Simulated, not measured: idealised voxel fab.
The name of this process module is voxel transistor to metal.
The cross-section shown here is cut; it is 295 nm wide and divided into square cells measuring 5 nm on a side.
When this document writes out a cross-section, it uses a grid of square cells and lists it as bands, beginning at the top and moving down, with a band standing for one or more rows of cells. The band entry comprises the height of the band's top followed by the height of its bottom, expressed in nm, and subsequently the band's materials from left to right, each stated together with its width in nm. Where a single material is marked with the word "throughout", that material fills the band from edge to edge. The word "air" represents empty space. Ref level 0: as-received wafer is one material below here. Bottom band extends down with no lower bound ("0 down"). The two numbers in a width such as "30 to 40" mark its ends across the band: the first belongs to the top row of cells, the second to the bottom row, and from each row to the next the width moves by the same amount. It should be understood that the words "nothing got changed", when stated for a given step, signify that the cross-section underwent no change in any of its cells during that step. Entry "Trapped void list". Content: empty spaces with no open connection to the top, size 8 cells or greater. Each: width x height at distance. Distance: from left edge. Unit: nm. It should be noted that, on the line of a given step, the content following the step's settings is a remark produced by the simulator itself with respect to that step. For masked steps, "overlay nm" on the step line gives how far right of plan the mask actually lay; a minus sign means it lay to the left.
### The steps planned for the process are as follows
1 op RECEIVE | material Si
2 op CONFORMAL_DEP | material SiO2 | thk nm 5
3 op CONFORMAL_DEP | material SiN | thk nm 10
4 op MASKED_ETCH | tone cover | mask id ACTIVE | width nm 115 | pitch nm 135 | etch materials SiN | depth nm 10 | overlay nm 0
5 op MASKED_ETCH | tone cover | mask id ACTIVE | width nm 115 | pitch nm 135 | etch materials SiO2 | depth nm 5 | overlay nm 0
6 op MASKED_ETCH | tone cover | mask id ACTIVE | width nm 115 | pitch nm 135 | etch materials Si | depth nm 20 | overlay nm 0
7 op FILL_DEP | material SiO2 | thk nm 15
8 op CMP | height nm 15
9 op SELECTIVE_ETCH | etch materials SiO2 | depth nm 10
10 op STRIP | etch materials SiN
11 op SELECTIVE_ETCH | etch materials SiO2 | depth nm 5
12 op OXIDIZE | depth nm 5
13 op DIRECTIONAL_DEP | material polySi | thk nm 30
14 op DIRECTIONAL_DEP | material SiCN | thk nm 15
15 op DIRECTIONAL_DEP | material aC | thk nm 15
16 op PATTERN | tone cover | mask id GATE | material resist | width nm 25 | pitch nm 135 | thk nm 35 | overlay nm 0
17 op DIRECTIONAL_ETCH | etch materials aC | depth nm 15
18 op STRIP | etch materials resist
19 op DIRECTIONAL_ETCH | etch materials SiCN | depth nm 25
20 op DIRECTIONAL_ETCH | etch materials polySi | depth nm 40
21 op STRIP | etch materials aC
22 op CONFORMAL_DEP | material SiO2 | thk nm 5
23 op DIRECTIONAL_ETCH | etch materials SiO2 | depth nm 5
24 op CONFORMAL_DEP | material SiN | thk nm 10
25 op DIRECTIONAL_ETCH | etch materials SiN | depth nm 10
26 op DIRECTIONAL_ETCH | etch materials SiO2 | depth nm 5
27 op DIRECTIONAL_ETCH | etch materials Si | depth nm 10
28 op EPI | material SiGe | thk nm 10
29 op FILL_DEP | material SiO2 | thk nm 5
30 op CMP | height nm 30
31 op STRIP | etch materials polySi
32 op SELECTIVE_ETCH | etch materials SiO2 | depth nm 5
33 op CONFORMAL_DEP | material HfO2 | thk nm 5
34 op CONFORMAL_DEP | material TiN | thk nm 5
35 op FILL_DEP | material W | thk nm 10
36 op CMP | height nm 25
37 op DIRECTIONAL_DEP | material SiO2 | thk nm 10
38 op MASKED_ETCH | tone open | mask id CONTACT | width nm 20 | etch materials SiO2 | depth nm 40 | overlay nm 0
39 op CONFORMAL_DEP | material TiN | thk nm 5
40 op FILL_DEP | material W | thk nm 5
41 op CMP | height nm 35
42 op CONFORMAL_DEP | material SiN | thk nm 5
43 op DIRECTIONAL_DEP | material lowk | thk nm 15
44 op MASKED_ETCH | tone open | mask id METAL_1 | width nm 20 | etch materials lowk | depth nm 15 | overlay nm 0
45 op MASKED_ETCH | tone open | mask id METAL_1 | width nm 20 | etch materials SiN | depth nm 5 | overlay nm 0
46 op CONFORMAL_DEP | material TiN | thk nm 5
47 op FILL_DEP | material Cu | thk nm 10
48 op CMP | height nm 55
49 op CONFORMAL_DEP | material SiCN | thk nm 5
50 op DIRECTIONAL_DEP | material lowk | thk nm 30
51 op DIRECTIONAL_DEP | material aC | thk nm 10
52 op PATTERN | tone open | mask id METAL_2_HOLES | material resist | width nm 15 | pitch nm 135 | thk nm 30 | overlay nm 0
53 op DIRECTIONAL_ETCH | etch materials aC | depth nm 10
54 op STRIP | etch materials resist
55 op DIRECTIONAL_ETCH | etch materials lowk | depth nm 30
56 op STRIP | etch materials aC
57 op PATTERN | tone open | mask id METAL_2 | material resist | width nm 20 | pitch nm 135 | thk nm 15 | overlay nm 0
58 op DIRECTIONAL_ETCH | etch materials lowk | depth nm 15
59 op DIRECTIONAL_ETCH | etch materials SiCN | depth nm 5
60 op STRIP | etch materials resist
61 op CONFORMAL_DEP | material TiN | thk nm 5
62 op FILL_DEP | material Ru | thk nm 10
63 op CMP | height nm 90
64 op CONFORMAL_DEP | material SiCN | thk nm 5
### Cross-section of the wafer upon arrival, representing the state reached after step 1
* 0 down | Si throughout
* Trapped void list: none
### End-of-module XS, first of two wafers, run as planned
* 95 to 90 | SiCN throughout
* 90 to 80 | 25 nm lowk | 5 nm TiN | 10 nm Ru | 5 nm TiN | 115 nm lowk | 5 nm TiN | 10 nm Ru | 5 nm TiN | 115 nm lowk
* 80 to 75 | 25 nm lowk | 5 nm TiN | 5 nm Ru | 10 nm TiN | 115 nm lowk | 5 nm TiN | 5 nm Ru | 10 nm TiN | 115 nm lowk
* 75 to 60 | 25 nm lowk | 5 nm TiN | 5 nm Ru | 5 nm TiN | 120 nm lowk | 5 nm TiN | 5 nm Ru | 5 nm TiN | 120 nm lowk
* 60 to 55 | 25 nm SiCN | 15 nm TiN | 120 nm SiCN | 15 nm TiN | 120 nm SiCN
* 55 to 40 | 25 nm lowk | 5 nm TiN | 10 nm Cu | 5 nm TiN | 65 nm lowk | 5 nm TiN | 10 nm Cu | 5 nm TiN | 30 nm lowk | 5 nm TiN | 10 nm Cu | 5 nm TiN | 65 nm lowk | 5 nm TiN | 10 nm Cu | 5 nm TiN | 30 nm lowk
* 40 to 35 | 25 nm SiN | 20 nm TiN | 65 nm SiN | 20 nm TiN | 30 nm SiN | 20 nm TiN | 65 nm SiN | 20 nm TiN | 30 nm SiN
* 35 to 25 | 25 nm SiO2 | 5 nm TiN | 10 nm W | 5 nm TiN | 65 nm SiO2 | 5 nm TiN | 10 nm W | 5 nm TiN | 30 nm SiO2 | 5 nm TiN | 10 nm W | 5 nm TiN | 65 nm SiO2 | 5 nm TiN | 10 nm W | 5 nm TiN | 30 nm SiO2
* 25 to 10 | 25 nm SiO2 | 5 nm TiN | 10 nm W | 5 nm TiN | 5 nm SiO2 | 10 nm SiN | 5 nm HfO2 | 5 nm TiN | 15 nm W | 5 nm TiN | 5 nm HfO2 | 10 nm SiN | 5 nm SiO2 | 5 nm TiN | 10 nm W | 5 nm TiN | 30 nm SiO2 | 5 nm TiN | 10 nm W | 5 nm TiN | 5 nm SiO2 | 10 nm SiN | 5 nm HfO2 | 5 nm TiN | 15 nm W | 5 nm TiN | 5 nm HfO2 | 10 nm SiN | 5 nm SiO2 | 5 nm TiN | 10 nm W | 5 nm TiN | 30 nm SiO2
* 10 to 5 | 25 nm SiO2 | 5 nm TiN | 5 nm W | 10 nm TiN | 5 nm SiO2 | 10 nm SiN | 5 nm HfO2 | 5 nm TiN | 15 nm W | 5 nm TiN | 5 nm HfO2 | 10 nm SiN | 5 nm SiO2 | 10 nm TiN | 5 nm W | 5 nm TiN | 30 nm SiO2 | 5 nm TiN | 5 nm W | 10 nm TiN | 5 nm SiO2 | 10 nm SiN | 5 nm HfO2 | 5 nm TiN | 15 nm W | 5 nm TiN | 5 nm HfO2 | 10 nm SiN | 5 nm SiO2 | 10 nm TiN | 5 nm W | 5 nm TiN | 30 nm SiO2
* 5 to 0 | 25 nm SiO2 | 5 nm TiN | 5 nm W | 5 nm TiN | 10 nm SiGe | 10 nm SiN | 5 nm HfO2 | 25 nm TiN | 5 nm HfO2 | 10 nm SiN | 10 nm SiGe | 5 nm TiN | 5 nm W | 5 nm TiN | 30 nm SiO2 | 5 nm TiN | 5 nm W | 5 nm TiN | 10 nm SiGe | 10 nm SiN | 5 nm HfO2 | 25 nm TiN | 5 nm HfO2 | 10 nm SiN | 10 nm SiGe | 5 nm TiN | 5 nm W | 5 nm TiN | 30 nm SiO2
* 0 to -5 | 25 nm SiO2 | 15 nm TiN | 10 nm SiGe | 10 nm SiO2 | 35 nm HfO2 | 10 nm SiO2 | 10 nm SiGe | 15 nm TiN | 30 nm SiO2 | 15 nm TiN | 10 nm SiGe | 10 nm SiO2 | 35 nm HfO2 | 10 nm SiO2 | 10 nm SiGe | 15 nm TiN | 30 nm SiO2
* -5 to -15 | 20 nm SiO2 | 30 nm SiGe | 55 nm Si | 30 nm SiGe | 20 nm SiO2 | 30 nm SiGe | 55 nm Si | 30 nm SiGe | 25 nm SiO2
* -15 to -20 | 20 nm SiO2 | 115 nm Si | 20 nm SiO2 | 115 nm Si | 25 nm SiO2
* -20 down | Si throughout
* Trapped void list: none
### Wafer two, end of module, cross-section. Same start, same plan as wafer one. One mistake in the run
* 95 to 90 | SiCN throughout
* 90 to 80 | 25 nm lowk | 5 nm TiN | 10 nm Ru | 5 nm TiN | 115 nm lowk | 5 nm TiN | 10 nm Ru | 5 nm TiN | 115 nm lowk
* 80 to 75 | 25 nm lowk | 5 nm TiN | 5 nm Ru | 10 nm TiN | 115 nm lowk | 5 nm TiN | 5 nm Ru | 10 nm TiN | 115 nm lowk
* 75 to 60 | 25 nm lowk | 5 nm TiN | 5 nm Ru | 5 nm TiN | 120 nm lowk | 5 nm TiN | 5 nm Ru | 5 nm TiN | 120 nm lowk
* 60 to 55 | 25 nm SiCN | 15 nm TiN | 120 nm SiCN | 15 nm TiN | 120 nm SiCN
* 55 to 45 | 20 nm Cu | 5 nm TiN | 20 nm lowk | 5 nm TiN | 55 nm Cu | 5 nm TiN | 20 nm lowk | 5 nm TiN | 20 nm Cu | 5 nm TiN | 20 nm lowk | 5 nm TiN | 55 nm Cu | 5 nm TiN | 20 nm lowk | 5 nm TiN | 25 nm Cu
* 45 to 40 | 25 nm TiN | 20 nm lowk | 65 nm TiN | 20 nm lowk | 30 nm TiN | 20 nm lowk | 65 nm TiN | 20 nm lowk | 30 nm TiN
* 40 to 35 | SiN throughout
* 35 to 25 | 25 nm SiO2 | 5 nm TiN | 10 nm W | 5 nm TiN | 65 nm SiO2 | 5 nm TiN | 10 nm W | 5 nm TiN | 30 nm SiO2 | 5 nm TiN | 10 nm W | 5 nm TiN | 65 nm SiO2 | 5 nm TiN | 10 nm W | 5 nm TiN | 30 nm SiO2
* 25 to 10 | 25 nm SiO2 | 5 nm TiN | 10 nm W | 5 nm TiN | 5 nm SiO2 | 10 nm SiN | 5 nm HfO2 | 5 nm TiN | 15 nm W | 5 nm TiN | 5 nm HfO2 | 10 nm SiN | 5 nm SiO2 | 5 nm TiN | 10 nm W | 5 nm TiN | 30 nm SiO2 | 5 nm TiN | 10 nm W | 5 nm TiN | 5 nm SiO2 | 10 nm SiN | 5 nm HfO2 | 5 nm TiN | 15 nm W | 5 nm TiN | 5 nm HfO2 | 10 nm SiN | 5 nm SiO2 | 5 nm TiN | 10 nm W | 5 nm TiN | 30 nm SiO2
* 10 to 5 | 25 nm SiO2 | 5 nm TiN | 5 nm W | 10 nm TiN | 5 nm SiO2 | 10 nm SiN | 5 nm HfO2 | 5 nm TiN | 15 nm W | 5 nm TiN | 5 nm HfO2 | 10 nm SiN | 5 nm SiO2 | 10 nm TiN | 5 nm W | 5 nm TiN | 30 nm SiO2 | 5 nm TiN | 5 nm W | 10 nm TiN | 5 nm SiO2 | 10 nm SiN | 5 nm HfO2 | 5 nm TiN | 15 nm W | 5 nm TiN | 5 nm HfO2 | 10 nm SiN | 5 nm SiO2 | 10 nm TiN | 5 nm W | 5 nm TiN | 30 nm SiO2
* 5 to 0 | 25 nm SiO2 | 5 nm TiN | 5 nm W | 5 nm TiN | 10 nm SiGe | 10 nm SiN | 5 nm HfO2 | 25 nm TiN | 5 nm HfO2 | 10 nm SiN | 10 nm SiGe | 5 nm TiN | 5 nm W | 5 nm TiN | 30 nm SiO2 | 5 nm TiN | 5 nm W | 5 nm TiN | 10 nm SiGe | 10 nm SiN | 5 nm HfO2 | 25 nm TiN | 5 nm HfO2 | 10 nm SiN | 10 nm SiGe | 5 nm TiN | 5 nm W | 5 nm TiN | 30 nm SiO2
* 0 to -5 | 25 nm SiO2 | 15 nm TiN | 10 nm SiGe | 10 nm SiO2 | 35 nm HfO2 | 10 nm SiO2 | 10 nm SiGe | 15 nm TiN | 30 nm SiO2 | 15 nm TiN | 10 nm SiGe | 10 nm SiO2 | 35 nm HfO2 | 10 nm SiO2 | 10 nm SiGe | 15 nm TiN | 30 nm SiO2
* -5 to -15 | 20 nm SiO2 | 30 nm SiGe | 55 nm Si | 30 nm SiGe | 20 nm SiO2 | 30 nm SiGe | 55 nm Si | 30 nm SiGe | 25 nm SiO2
* -15 to -20 | 20 nm SiO2 | 115 nm Si | 20 nm SiO2 | 115 nm Si | 25 nm SiO2
* -20 down | Si throughout
* Trapped void list: none
Processing error: in deviation from the planned setting, step 44 was conducted as op MASKED_ETCH | tone cover | mask id METAL_1 | width nm 20 | etch materials lowk | depth nm 15 | overlay nm 0
Wrapping up, a cell-based count of both wafers puts the second over or under the first for these materials: Cu +46 | SiN +16 | TiN +19 | lowk -81
